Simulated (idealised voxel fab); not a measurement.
Process module, titled voxel spacer lines
Cross-section cut: width 225 nm, square cells of 5 nm.
Bands, listed from the top down, are how a cross-section gets written in this document; the cross-section itself is a grid of square cells, and a band is one or more rows of them. Within each band entry, the heights of the top and of the bottom of the band appear first, in that order and in nm; the materials of the band then follow from left to right, each with its corresponding width in nm. The designation "full width" on a single material indicates that it fills the band from edge to edge; the designation "air" indicates empty space. All heights in this document are referenced to 0, defined as the level beneath which the wafer, as received, consists entirely of one material. The lowest band is not bounded below; it extends indefinitely downward and is written in the form "0 -> down". Graded width ("30->40"): value in top row of band = first number; value in bottom row = second number; row-to-row change constant. The designation "no change", where it is given for a processing step, indicates that no cell of the cross-section was altered in the course of that step. Closed empty spaces (no open way to the top) of 8 cells or more are what "Encapsulated voids" lists, each as width x height at distance from the left edge, nm for all three. On each step's line, the part that comes after the settings is the simulator's own comment on the step. On any step carrying a mask, the "overlay nm" setting, if present on the step's line, tells how far right of its planned place the mask lay; negative values point to the left.

[The following list gives the planned process steps]
1,RECEIVE (material Si)
2,CONFORMAL_DEP (material Al2O3; thk nm 5)
3,DIRECTIONAL_DEP (material W; thk nm 10)
4,DIRECTIONAL_DEP (material aC; thk nm 30)
5,PATTERN (tone cover; mask id MANDREL; material resist; width nm 25; pitch nm 70; thk nm 40; overlay nm 0)
6,DIRECTIONAL_ETCH (etch materials aC; depth nm 30)
7,STRIP (etch materials resist)
8,CONFORMAL_DEP (material SiO2; thk nm 10)
9,DIRECTIONAL_ETCH (etch materials SiO2; depth nm 10)
10,STRIP (etch materials aC)
11,DIRECTIONAL_ETCH (etch materials W; depth nm 10)
12,STRIP (etch materials SiO2)
13,FILL_DEP (material SiO2; thk nm 5)
14,CMP (height nm 15)

[Cross-section: wafer on arrival = after step 1]
- 0 -> down  Si full width
- Encapsulated voids: none

[a wafer at the end: this start, this plan, one mistake]
- 15 -> 5  aC full width
- 5 -> 0  Al2O3 full width
- 0 -> down  Si full width
- Encapsulated voids: none
The plan and the run diverged here: it was found that steps 3 and 4 of the process plan had been performed in exchanged positions
